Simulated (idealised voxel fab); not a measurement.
Herein follows the process module entitled voxel transistor to metal.
Pictured: cross-section cut, 200 nm wide, on a grid of 5 nm square cells.
Notation: cross-section as square-cell grid; stated in bands, top first, going down; one or more cell rows per band.
The entry gives the band's vertical extent as a top height and a bottom height in nm, then its horizontal make-up as materials from left to right, each with a width in nm. "blank" stands for empty space; a single material marked "all across" fills the band edge to edge.
Note: height 0 marks the level under which the wafer is uniformly one material as received. Lowest band unbounded below, written "0 and below".
A width such as "30->40" changes by the same amount from each row of cells to the next, from the band's top row to its bottom row.
Key: "left unchanged" - step with no changed cell in the cross-section.
Encapsulated voids: empty space of 8 cells or more with no open way to the top, each as width x height at its distance from the left edge, in nm
Past the settings on a step's line: simulator remark, on that step.
overlay nm: mask offset rightward from planned place, masked step; negative means leftward offset.

# Intended process steps
1. RECEIVE, material Si
2. CONFORMAL_DEP, material SiO2, thk nm 5
3. CONFORMAL_DEP, material SiN, thk nm 15
4. MASKED_ETCH, tone cover, mask id ACTIVE, width nm 85, etch materials SiN, depth nm 15, overlay nm 0
5. MASKED_ETCH, tone cover, mask id ACTIVE, width nm 85, etch materials SiO2, depth nm 5, overlay nm 0
6. MASKED_ETCH, tone cover, mask id ACTIVE, width nm 85, etch materials Si, depth nm 25, overlay nm 0
7. OXIDIZE, depth nm 5
8. FILL_DEP, material SiO2, thk nm 15
9. CMP, height nm 20
10. SELECTIVE_ETCH, etch materials SiO2, depth nm 10
11. STRIP, etch materials SiN
12. SELECTIVE_ETCH, etch materials SiO2, depth nm 5
13. OXIDIZE, depth nm 5
14. DIRECTIONAL_DEP, material polySi, thk nm 30
15. DIRECTIONAL_DEP, material SiCN, thk nm 15
16. DIRECTIONAL_DEP, material aC, thk nm 10
17. PATTERN, tone cover, mask id GATE, material resist, width nm 15, thk nm 25, overlay nm 0
18. DIRECTIONAL_ETCH, etch materials aC, depth nm 10
19. STRIP, etch materials resist
20. DIRECTIONAL_ETCH, etch materials SiCN, depth nm 25
21. DIRECTIONAL_ETCH, etch materials polySi, depth nm 40
22. STRIP, etch materials aC
23. CONFORMAL_DEP, material SiO2, thk nm 5
24. DIRECTIONAL_ETCH, etch materials SiO2, depth nm 5
25. CONFORMAL_DEP, material SiN, thk nm 10
26. DIRECTIONAL_ETCH, etch materials SiN, depth nm 10
27. DIRECTIONAL_ETCH, etch materials SiO2, depth nm 5
28. DIRECTIONAL_ETCH, etch materials Si, depth nm 15
29. EPI, material nSi, thk nm 15
30. FILL_DEP, material SiO2, thk nm 5
31. CMP, height nm 45
32. DIRECTIONAL_DEP, material SiO2, thk nm 10
33. DIRECTIONAL_DEP, material aC, thk nm 10
34. PATTERN, tone open, mask id CONTACT, material resist, width nm 15, pitch nm 60, thk nm 30, overlay nm 0
35. DIRECTIONAL_ETCH, etch materials aC, depth nm 10
36. STRIP, etch materials resist
37. DIRECTIONAL_ETCH, etch materials SiO2, depth nm 45
38. STRIP, etch materials aC
39. CONFORMAL_DEP, material TiN, thk nm 5
40. FILL_DEP, material W, thk nm 10
41. CMP, height nm 55
42. CONFORMAL_DEP, material SiCN, thk nm 5
43. DIRECTIONAL_DEP, material SiO2, thk nm 15
44. PATTERN, tone open, mask id METAL_1, material resist, width nm 15, pitch nm 60, thk nm 15, overlay nm 0
45. DIRECTIONAL_ETCH, etch materials SiO2, depth nm 15
46. DIRECTIONAL_ETCH, etch materials SiCN, depth nm 5
47. STRIP, etch materials resist
48. CONFORMAL_DEP, material TiN, thk nm 5
49. FILL_DEP, material W, thk nm 10
50. CMP, height nm 75
51. CONFORMAL_DEP, material SiCN, thk nm 5
52. DIRECTIONAL_DEP, material SiO2, thk nm 25
53. PATTERN, tone open, mask id METAL_2, material resist, width nm 15, pitch nm 60, thk nm 20, overlay nm 0
54. DIRECTIONAL_ETCH, etch materials SiO2, depth nm 15
55. STRIP, etch materials resist
56. PATTERN, tone open, mask id METAL_2_HOLES, material resist, width nm 15, pitch nm 60, thk nm 20, overlay nm 0
57. DIRECTIONAL_ETCH, etch materials SiO2, depth nm 10
58. DIRECTIONAL_ETCH, etch materials SiCN, depth nm 5
59. STRIP, etch materials resist
60. CONFORMAL_DEP, material TiN, thk nm 5
61. FILL_DEP, material Ru, thk nm 5
62. CMP, height nm 105
63. CONFORMAL_DEP, material SiCN, thk nm 5

# So this is the incoming wafer in cross-section - it's already been through step 1
* 0 and below: Si all across
* Encapsulated voids: none

# Here's the cross-section of the first of our two wafers at the end of the module - it ran as planned
* 110 down to 105: SiCN all across
* 105 down to 80: SiO2=60; TiN=5; Ru=5; TiN=5; SiO2=45; TiN=5; Ru=5; TiN=5; SiO2=65
* 80 down to 75: SiCN=60; TiN=15; SiCN=45; TiN=15; SiCN=65
* 75 down to 60: SiO2=60; TiN=5; W=5; TiN=5; SiO2=45; TiN=5; W=5; TiN=5; SiO2=65
* 60 down to 55: SiCN=60; TiN=15; SiCN=45; TiN=15; SiCN=65
* 55 down to 45: SiO2=60; TiN=5; W=5; TiN=5; SiO2=45; TiN=5; W=5; TiN=5; SiO2=65
* 45 down to 30: SiO2=60; TiN=5; W=5; TiN=5; SiN=10; SiO2=5; SiCN=15; SiO2=5; SiN=10; TiN=5; W=5; TiN=5; SiO2=65
* 30 down to 15: SiO2=60; TiN=5; W=5; TiN=5; SiN=10; SiO2=5; polySi=15; SiO2=5; SiN=10; TiN=5; W=5; TiN=5; SiO2=65
* 15 down to 10: SiO2=60; TiN=15; SiN=10; SiO2=5; polySi=15; SiO2=5; SiN=10; TiN=15; SiO2=65
* 10 down to 5: SiO2=60; nSi=15; SiN=10; SiO2=5; polySi=15; SiO2=5; SiN=10; nSi=15; SiO2=65
* 5 down to 0: SiO2=55; SiN=10; nSi=10; SiN=10; SiO2=5; polySi=15; SiO2=5; SiN=10; nSi=10; SiN=10; SiO2=60
* 0 down to -5: SiO2=65; nSi=10; SiO2=45; nSi=10; SiO2=70
* -5 down to -20: SiO2=60; Si=5; nSi=10; Si=45; nSi=10; Si=5; SiO2=65
* -20 down to -30: SiO2=60; Si=75; SiO2=65
* -30 and below: Si all across
* Encapsulated voids: none

# Second wafer cross-section at end of module - shared start and plan with the first, one mistake in the run
* 110 down to 105: SiCN all across
* 105 down to 80: SiO2=60; TiN=5; Ru=5; TiN=5; SiO2=45; TiN=5; Ru=5; TiN=5; SiO2=65
* 80 down to 70: SiCN=60; TiN=15; SiCN=45; TiN=15; SiCN=65
* 70 down to 55: SiO2 all across
* 55 down to 45: SiO2=60; TiN=5; W=5; TiN=5; SiO2=45; TiN=5; W=5; TiN=5; SiO2=65
* 45 down to 30: SiO2=60; TiN=5; W=5; TiN=5; SiN=10; SiO2=5; SiCN=15; SiO2=5; SiN=10; TiN=5; W=5; TiN=5; SiO2=65
* 30 down to 15: SiO2=60; TiN=5; W=5; TiN=5; SiN=10; SiO2=5; polySi=15; SiO2=5; SiN=10; TiN=5; W=5; TiN=5; SiO2=65
* 15 down to 10: SiO2=60; TiN=15; SiN=10; SiO2=5; polySi=15; SiO2=5; SiN=10; TiN=15; SiO2=65
* 10 down to 5: SiO2=60; nSi=15; SiN=10; SiO2=5; polySi=15; SiO2=5; SiN=10; nSi=15; SiO2=65
* 5 down to 0: SiO2=55; SiN=10; nSi=10; SiN=10; SiO2=5; polySi=15; SiO2=5; SiN=10; nSi=10; SiN=10; SiO2=60
* 0 down to -5: SiO2=65; nSi=10; SiO2=45; nSi=10; SiO2=70
* -5 down to -20: SiO2=60; Si=5; nSi=10; Si=45; nSi=10; Si=5; SiO2=65
* -20 down to -30: SiO2=60; Si=75; SiO2=65
* -30 and below: Si all across
* Encapsulated voids: none
What went wrong in running the wafer? order of steps 42 and 43 inverted relative to the plan
The final cell counts differ between the wafers, with the second having more or fewer of some materials than the first: +18 SiO2; -12 TiN; -6 W
